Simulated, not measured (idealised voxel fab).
process module | voxel self aligned vias
cross-section cut | 215 nm wide | cells 5 nm
A cross-section is a grid of square cells, given in bands from the top down. A band is one or more rows of cells.
Each band's line starts with the height of the band's top and of its bottom, in nm. Then come its materials from left to right, each with its width in nm. One material with "throughout" fills the band from edge to edge. "air" is empty space.
Height 0 is the level under which the wafer as received is all one material. The lowest band goes on downwards, as in "0 down".
A width such as "30 to 40" changes by the same amount from each row of cells to the next, from the band's top row to its bottom row.
"no change" after a step means that no cell of the cross-section changed.
closed voids: empty space of 8 cells or more with no open way to the top, each as width x height at its distance from the left edge, in nm
after a step's settings: what the simulator itself notes on the step
overlay nm, on a step with a mask: how far to the right of its planned place the mask lay; to the left if negative
Each pair below shows a cross-section before one step and the cross-section after it, down to the lowest band that changed. The line under each pair gives the step between them, with its settings. The pairs can come from different runs of this module on the same starting wafer, so a pair continues from the pair above only where its "before" says so.
before
  55 to 50: TiN 50 | air 40 | TiN 35 | air 40 | TiN 50
  50 to 40: lowk 45 | TiN 5 | air 40 | TiN 5 | lowk 25 | TiN 5 | air 40 | TiN 5 | lowk 45
  40 to 35: lowk 45 | TiN 25 | air 20 | TiN 5 | lowk 25 | TiN 25 | air 20 | TiN 5 | lowk 45
  35 to 30: lowk 65 | TiN 30 | lowk 45 | TiN 30 | lowk 45
  30 to 20: lowk 65 | TiN 5 | Ru 20 | TiN 5 | lowk 45 | TiN 5 | Ru 20 | TiN 5 | lowk 45
  20 to 15: lowk 65 | TiN 30 | lowk 45 | TiN 30 | lowk 45
  15 to 10: SiCN throughout
  10 to 0: SiO2 throughout
  0 down: Si throughout
  closed voids: none
after
  60 to 55: Ru throughout
  55 to 50: TiN 50 | Ru 40 | TiN 35 | Ru 40 | TiN 50
  50 to 40: lowk 45 | TiN 5 | Ru 40 | TiN 5 | lowk 25 | TiN 5 | Ru 40 | TiN 5 | lowk 45
  40 to 35: lowk 45 | TiN 25 | Ru 20 | TiN 5 | lowk 25 | TiN 25 | Ru 20 | TiN 5 | lowk 45
  below 35: unchanged
  closed voids: none
the step between: op FILL_DEP | material Ru | thk nm 5
before: the cross-section after the pair above
after
  50 to 40: lowk 45 | TiN 5 | Ru 40 | TiN 5 | lowk 25 | TiN 5 | Ru 40 | TiN 5 | lowk 45
  below 40: unchanged
  closed voids: none
the step between: op CMP | height nm 50
before: the cross-section after the pair above
after
  55 to 50: SiCN throughout
  below 50: unchanged
  closed voids: none
the step between: op CONFORMAL_DEP | material SiCN | thk nm 5
before
  35 to 15: lowk throughout
  15 to 10: SiCN throughout
  10 to 0: SiO2 throughout
  0 down: Si throughout
  closed voids: none
after
  50 to 15: lowk throughout
  below 15: unchanged
  closed voids: none
the step between: op DIRECTIONAL_DEP | material lowk | thk nm 15
before: the cross-section after the pair above
after
  85 to 50: resist 55 | air 30 | resist 45 | air 30 | resist 55
  below 50: unchanged
  closed voids: none
the step between: op PATTERN | tone open | mask id LINES | material resist | width nm 30 | pitch nm 75 | thk nm 35 | overlay nm 0
before: the cross-section after the pair above
after
  70 to 50: resist 55 | air 30 | resist 45 | air 30 | resist 55
  below 50: unchanged
  closed voids: none
the step between: op DIRECTIONAL_ETCH | etch materials aC | depth nm 15
before: the cross-section after the pair above
after
  50 to 15: lowk throughout
  below 15: unchanged
  closed voids: none
the step between: op STRIP | etch materials resist
before: the cross-section after the pair above
after
  30 to 15: lowk throughout
  below 15: unchanged
  closed voids: none
the step between: op DIRECTIONAL_ETCH | etch materials lowk | depth nm 20
before: the cross-section after the pair above
after
  35 to 30: TiN throughout
  below 30: unchanged
  closed voids: none
the step between: op CONFORMAL_DEP | material TiN | thk nm 5
before: the cross-section after the pair above
after
  45 to 35: Ru throughout
  below 35: unchanged
  closed voids: none
the step between: op FILL_DEP | material Ru | thk nm 10
before: the cross-section after the pair above
after
  35 to 30: TiN throughout
  below 30: unchanged
  closed voids: none
the step between: op CMP | height nm 35
before: the cross-section after the pair above
after
  30 to 15: lowk throughout
  below 15: unchanged
  closed voids: none
the step between: op SELECTIVE_ETCH | etch materials W Ru TiN | depth nm 5
before: the cross-section after the pair above
after
  35 to 30: SiN throughout
  below 30: unchanged
  closed voids: none
the step between: op FILL_DEP | material SiN | thk nm 5
before: the cross-section after the pair above
after
  50 to 35: lowk throughout
  below 35: unchanged
  closed voids: none
the step between: op DIRECTIONAL_DEP | material lowk | thk nm 15
before: the cross-section after the pair above
after
  65 to 50: aC throughout
  below 50: unchanged
  closed voids: none
the step between: op DIRECTIONAL_DEP | material aC | thk nm 15
before: the cross-section after the pair above
after
  95 to 65: resist 45 | air 50 | resist 25 | air 50 | resist 45
  below 65: unchanged
  closed voids: none
the step between: op PATTERN | tone open | mask id VIAS | material resist | width nm 50 | pitch nm 75 | thk nm 30 | overlay nm 0
before: the cross-section after the pair above
after
  80 to 65: resist 45 | air 50 | resist 25 | air 50 | resist 45
  65 to 50: aC 45 | air 50 | aC 25 | air 50 | aC 45
  below 50: unchanged
  closed voids: none
the step between: op DIRECTIONAL_ETCH | etch materials aC | depth nm 15
before: the cross-section after the pair above
after
  65 to 50: aC 45 | air 50 | aC 25 | air 50 | aC 45
  below 50: unchanged
  closed voids: none
the step between: op STRIP | etch materials resist
before: the cross-section after the pair above
after
  65 to 50: aC 45 | air 50 | aC 25 | air 50 | aC 45
  50 to 35: lowk 45 | air 50 | lowk 25 | air 50 | lowk 45
  below 35: unchanged
  closed voids: none
the step between: op DIRECTIONAL_ETCH | etch materials lowk | depth nm 15
before: the cross-section after the pair above
after
  65 to 50: aC 45 | air 50 | aC 25 | air 50 | aC 45
  50 to 35: lowk 45 | air 50 | lowk 25 | air 50 | lowk 45
  35 to 30: SiN 45 | air 50 | SiN 25 | air 50 | SiN 45
  below 30: unchanged
  closed voids: none
the step between: op DIRECTIONAL_ETCH | etch materials SiN | depth nm 5
before: the cross-section after the pair above
after
  50 to 35: lowk 45 | air 50 | lowk 25 | air 50 | lowk 45
  below 35: unchanged
  closed voids: none
the step between: op STRIP | etch materials aC
before: the cross-section after the pair above
after
  55 to 50: TiN 50 | air 40 | TiN 35 | air 40 | TiN 50
  50 to 35: lowk 45 | TiN 5 | air 40 | TiN 5 | lowk 25 | TiN 5 | air 40 | TiN 5 | lowk 45
  35 to 30: SiN 45 | TiN 50 | SiN 25 | TiN 50 | SiN 45
  below 30: unchanged
  closed voids: none
the step between: op CONFORMAL_DEP | material TiN | thk nm 5
before: the cross-section after the pair above
after
  60 to 55: Ru throughout
  55 to 50: TiN 50 | Ru 40 | TiN 35 | Ru 40 | TiN 50
  50 to 35: lowk 45 | TiN 5 | Ru 40 | TiN 5 | lowk 25 | TiN 5 | Ru 40 | TiN 5 | lowk 45
  below 35: unchanged
  closed voids: none
the step between: op FILL_DEP | material Ru | thk nm 5
before: the cross-section after the pair above
after
  50 to 35: lowk 45 | TiN 5 | Ru 40 | TiN 5 | lowk 25 | TiN 5 | Ru 40 | TiN 5 | lowk 45
  below 35: unchanged
  closed voids: none
the step between: op CMP | height nm 50
before: the cross-section after the pair above
after
  55 to 50: SiCN throughout
  below 50: unchanged
  closed voids: none
the step between: op CONFORMAL_DEP | material SiCN | thk nm 5
before
  50 to 35: aC throughout
  35 to 15: lowk throughout
  15 to 10: SiCN throughout
  10 to 0: SiO2 throughout
  0 down: Si throughout
  closed voids: none
after
  85 to 50: air 55 | resist 30 | air 45 | resist 30 | air 55
  below 50: unchanged
  closed voids: none
the step between: op PATTERN | tone cover | mask id LINES | material resist | width nm 30 | pitch nm 75 | thk nm 35 | overlay nm 0
before: the cross-section after the pair above
after
  70 to 50: air 55 | resist 30 | air 45 | resist 30 | air 55
  50 to 35: air 55 | aC 30 | air 45 | aC 30 | air 55
  below 35: unchanged
  closed voids: none
the step between: op DIRECTIONAL_ETCH | etch materials aC | depth nm 15
before: the cross-section after the pair above
after
  50 to 35: air 55 | aC 30 | air 45 | aC 30 | air 55
  below 35: unchanged
  closed voids: none
the step between: op STRIP | etch materials resist
before: the cross-section after the pair above
after
  50 to 35: air 55 | aC 30 | air 45 | aC 30 | air 55
  35 to 15: air 55 | lowk 30 | air 45 | lowk 30 | air 55
  below 15: unchanged
  closed voids: none
the step between: op DIRECTIONAL_ETCH | etch materials lowk | depth nm 20
before: the cross-section after the pair above
after
  35 to 15: air 55 | lowk 30 | air 45 | lowk 30 | air 55
  below 15: unchanged
  closed voids: none
the step between: op STRIP | etch materials aC
before: the cross-section after the pair above
after
  40 to 35: air 50 | TiN 40 | air 35 | TiN 40 | air 50
  35 to 20: air 50 | TiN 5 | lowk 30 | TiN 5 | air 35 | TiN 5 | lowk 30 | TiN 5 | air 50
  20 to 15: TiN 55 | lowk 30 | TiN 45 | lowk 30 | TiN 55
  below 15: unchanged
  closed voids: none
the step between: op CONFORMAL_DEP | material TiN | thk nm 5
before: the cross-section after the pair above
after
  50 to 40: Ru throughout
  40 to 35: Ru 50 | TiN 40 | Ru 35 | TiN 40 | Ru 50
  35 to 20: Ru 50 | TiN 5 | lowk 30 | TiN 5 | Ru 35 | TiN 5 | lowk 30 | TiN 5 | Ru 50
  below 20: unchanged
  closed voids: none
the step between: op FILL_DEP | material Ru | thk nm 10
before: the cross-section after the pair above
after
  35 to 20: Ru 50 | TiN 5 | lowk 30 | TiN 5 | Ru 35 | TiN 5 | lowk 30 | TiN 5 | Ru 50
  below 20: unchanged
  closed voids: none
the step between: op CMP | height nm 35
before: the cross-section after the pair above
after
  35 to 30: air 55 | lowk 30 | air 45 | lowk 30 | air 55
  below 30: unchanged
  closed voids: none
the step between: op SELECTIVE_ETCH | etch materials W Ru TiN | depth nm 5
before: the cross-section after the pair above
after
  40 to 35: SiN throughout
  35 to 30: SiN 55 | lowk 30 | SiN 45 | lowk 30 | SiN 55
  below 30: unchanged
  closed voids: none
the step between: op FILL_DEP | material SiN | thk nm 5
before: the cross-section after the pair above
after
  35 to 30: SiN 55 | lowk 30 | SiN 45 | lowk 30 | SiN 55
  below 30: unchanged
  closed voids: none
the step between: op CMP | height nm 35
before: the cross-section after the pair above
after
  50 to 35: lowk throughout
  below 35: unchanged
  closed voids: none
the step between: op DIRECTIONAL_DEP | material lowk | thk nm 15
before: the cross-section after the pair above
after
  65 to 50: aC throughout
  below 50: unchanged
  closed voids: none
the step between: op DIRECTIONAL_DEP | material aC | thk nm 15
before: the cross-section after the pair above
after
  95 to 65: resist 45 | air 50 | resist 25 | air 50 | resist 45
  below 65: unchanged
  closed voids: none
the step between: op PATTERN | tone open | mask id VIAS | material resist | width nm 50 | pitch nm 75 | thk nm 30 | overlay nm 0
before: the cross-section after the pair above
after
  80 to 65: resist 45 | air 50 | resist 25 | air 50 | resist 45
  65 to 50: aC 45 | air 50 | aC 25 | air 50 | aC 45
  below 50: unchanged
  closed voids: none
the step between: op DIRECTIONAL_ETCH | etch materials aC | depth nm 15
before: the cross-section after the pair above
after
  65 to 50: aC 45 | air 50 | aC 25 | air 50 | aC 45
  below 50: unchanged
  closed voids: none
the step between: op STRIP | etch materials resist
before: the cross-section after the pair above
after
  65 to 50: aC 45 | air 50 | aC 25 | air 50 | aC 45
  50 to 35: lowk 45 | air 50 | lowk 25 | air 50 | lowk 45
  below 35: unchanged
  closed voids: none
the step between: op DIRECTIONAL_ETCH | etch materials lowk | depth nm 15
before: the cross-section after the pair above
after
  65 to 50: aC 45 | air 50 | aC 25 | air 50 | aC 45
  50 to 35: lowk 45 | air 50 | lowk 25 | air 50 | lowk 45
  35 to 30: SiN 45 | air 10 | lowk 30 | air 10 | SiN 25 | air 10 | lowk 30 | air 10 | SiN 45
  below 30: unchanged
  closed voids: none
the step between: op DIRECTIONAL_ETCH | etch materials SiN | depth nm 5
before: the cross-section after the pair above
after
  50 to 35: lowk 45 | air 50 | lowk 25 | air 50 | lowk 45
  below 35: unchanged
  closed voids: none
the step between: op STRIP | etch materials aC
before: the cross-section after the pair above
after
  55 to 50: TiN 50 | air 40 | TiN 35 | air 40 | TiN 50
  50 to 40: lowk 45 | TiN 5 | air 40 | TiN 5 | lowk 25 | TiN 5 | air 40 | TiN 5 | lowk 45
  40 to 35: lowk 45 | TiN 50 | lowk 25 | TiN 50 | lowk 45
  35 to 30: SiN 45 | TiN 10 | lowk 30 | TiN 10 | SiN 25 | TiN 10 | lowk 30 | TiN 10 | SiN 45
  below 30: unchanged
  closed voids: none
the step between: op CONFORMAL_DEP | material TiN | thk nm 5
before: the cross-section after the pair above
after
  60 to 55: Ru throughout
  55 to 50: TiN 50 | Ru 40 | TiN 35 | Ru 40 | TiN 50
  50 to 40: lowk 45 | TiN 5 | Ru 40 | TiN 5 | lowk 25 | TiN 5 | Ru 40 | TiN 5 | lowk 45
  below 40: unchanged
  closed voids: none
the step between: op FILL_DEP | material Ru | thk nm 5
before: the cross-section after the pair above
after
  50 to 40: lowk 45 | TiN 5 | Ru 40 | TiN 5 | lowk 25 | TiN 5 | Ru 40 | TiN 5 | lowk 45
  below 40: unchanged
  closed voids: none
the step between: op CMP | height nm 50
before: the cross-section after the pair above
after
  55 to 50: SiCN throughout
  below 50: unchanged
  closed voids: none
the step between: op CONFORMAL_DEP | material SiCN | thk nm 5
